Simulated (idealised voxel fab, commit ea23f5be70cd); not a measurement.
The following is a process module called voxel double patterning.
235 nm wide, 5 nm square cells: that's cross-section cut.
Cross-section format: a grid of square cells, given as bands from top to bottom; each band is one or more rows of cells. What a band's entry tells you: where the top is and where the bottom is, as heights in nm, and after that what lies inside, material by material from left to right, each with its width in nm. Empty space is written as the word "blank", and a single material marked with the word "all across" occupies the band from edge to edge. Heights are measured from 0, the level below which the as-received wafer is all one material; the lowest band has no bottom and continues downward, written as in "0..down". Read "30->40" as a graded width: first number on top, second number at the bottom, same change between each pair of neighbouring rows. Step marked "same as before"? Then no cell in the cross-section changed in it. "Voids, enclosed" contains a list of empty spaces, each no smaller than 8 cells and without an open way to the top, written in the form width x height at distance with the distance from the left edge and all three in nm. On a step's line, text after the settings is the simulator commenting on that step. overlay nm: how far to the right of its planned place the mask lay on this masked step (negative: to the left).
The process steps that were planned are listed below:
1) RECEIVE | material Si
2) CONFORMAL_DEP | material SiO2 | thk nm 5
3) DIRECTIONAL_DEP | material W | thk nm 15
4) DIRECTIONAL_DEP | material SiCN | thk nm 10
5) PATTERN | tone open | mask id FIRST | material resist | width nm 15 | pitch nm 50 | thk nm 20 | overlay nm 0
6) DIRECTIONAL_ETCH | etch materials SiCN | depth nm 10
7) STRIP | etch materials resist
8) MASKED_ETCH | tone open | mask id SECOND | width nm 15 | pitch nm 50 | etch materials SiCN | depth nm 10 | overlay nm 0
9) DIRECTIONAL_ETCH | etch materials W | depth nm 15
10) STRIP | etch materials SiCN
First of two wafers - as planned:
Cross-section, incoming material, after step 1:
0..down = Si all across
Voids, enclosed: none
The wafer in cross-section once step 2 is complete:
5..0 = SiO2 all across
below 0: unchanged
The wafer in cross-section once step 3 is complete:
20..5 = W all across
below 5: unchanged
The wafer in cross-section once step 4 is complete:
30..20 = SiCN all across
below 20: unchanged
The wafer in cross-section once step 5 is complete:
50..30 = resist: 60 | blank: 15 | resist: 35 | blank: 15 | resist: 35 | blank: 15 | resist: 60
below 30: unchanged
The wafer in cross-section once step 6 is complete:
50..30 = resist: 60 | blank: 15 | resist: 35 | blank: 15 | resist: 35 | blank: 15 | resist: 60
30..20 = SiCN: 60 | blank: 15 | SiCN: 35 | blank: 15 | SiCN: 35 | blank: 15 | SiCN: 60
below 20: unchanged
The wafer in cross-section once step 7 is complete:
30..20 = SiCN: 60 | blank: 15 | SiCN: 35 | blank: 15 | SiCN: 35 | blank: 15 | SiCN: 60
below 20: unchanged
The wafer in cross-section once step 8 is complete:
30..20 = SiCN: 60 | blank: 15 | SiCN: 10 | blank: 15 | SiCN: 10 | blank: 15 | SiCN: 10 | blank: 15 | SiCN: 10 | blank: 15 | SiCN: 60
below 20: unchanged
The wafer in cross-section once step 9 is complete:
30..20 = SiCN: 60 | blank: 15 | SiCN: 10 | blank: 15 | SiCN: 10 | blank: 15 | SiCN: 10 | blank: 15 | SiCN: 10 | blank: 15 | SiCN: 60
20..5 = W: 60 | blank: 15 | W: 10 | blank: 15 | W: 10 | blank: 15 | W: 10 | blank: 15 | W: 10 | blank: 15 | W: 60
below 5: unchanged
The wafer in cross-section once step 10 is complete:
20..5 = W: 60 | blank: 15 | W: 10 | blank: 15 | W: 10 | blank: 15 | W: 10 | blank: 15 | W: 10 | blank: 15 | W: 60
below 5: unchanged
The Second Wafer: Common Origin and Plan, One Mistake in Execution, Identical to the First Through Step 1:
Cross-section of the second wafer at the time step 2 of the plan should have ended:
5..0 = W all across
below 0: unchanged
Cross-section of the second wafer at the time step 3 of the plan should have ended:
20..0 = W all across
below 0: unchanged
Cross-section of the second wafer at the time step 4 of the plan should have ended:
30..20 = SiCN all across
below 20: unchanged
Cross-section of the second wafer at the time step 5 of the plan should have ended:
50..30 = resist: 60 | blank: 15 | resist: 35 | blank: 15 | resist: 35 | blank: 15 | resist: 60
below 30: unchanged
Cross-section of the second wafer at the time step 6 of the plan should have ended:
50..30 = resist: 60 | blank: 15 | resist: 35 | blank: 15 | resist: 35 | blank: 15 | resist: 60
30..20 = SiCN: 60 | blank: 15 | SiCN: 35 | blank: 15 | SiCN: 35 | blank: 15 | SiCN: 60
below 20: unchanged
Cross-section of the second wafer at the time step 7 of the plan should have ended:
30..20 = SiCN: 60 | blank: 15 | SiCN: 35 | blank: 15 | SiCN: 35 | blank: 15 | SiCN: 60
below 20: unchanged
Cross-section of the second wafer at the time step 8 of the plan should have ended:
30..20 = SiCN: 60 | blank: 15 | SiCN: 10 | blank: 15 | SiCN: 10 | blank: 15 | SiCN: 10 | blank: 15 | SiCN: 10 | blank: 15 | SiCN: 60
below 20: unchanged
Cross-section of the second wafer at the time step 9 of the plan should have ended:
30..20 = SiCN: 60 | blank: 15 | SiCN: 10 | blank: 15 | SiCN: 10 | blank: 15 | SiCN: 10 | blank: 15 | SiCN: 10 | blank: 15 | SiCN: 60
20..5 = W: 60 | blank: 15 | W: 10 | blank: 15 | W: 10 | blank: 15 | W: 10 | blank: 15 | W: 10 | blank: 15 | W: 60
below 5: unchanged
Cross-section of the second wafer at the time step 10 of the plan should have ended:
20..5 = W: 60 | blank: 15 | W: 10 | blank: 15 | W: 10 | blank: 15 | W: 10 | blank: 15 | W: 10 | blank: 15 | W: 60
below 5: unchanged
Against the plan, the run slipped here: step 2 was not run as planned; what actually ran was CONFORMAL_DEP | material W | thk nm 5
Final cells, second wafer relative to first, materials higher or lower: 47 fewer of SiO2 | 47 more of W
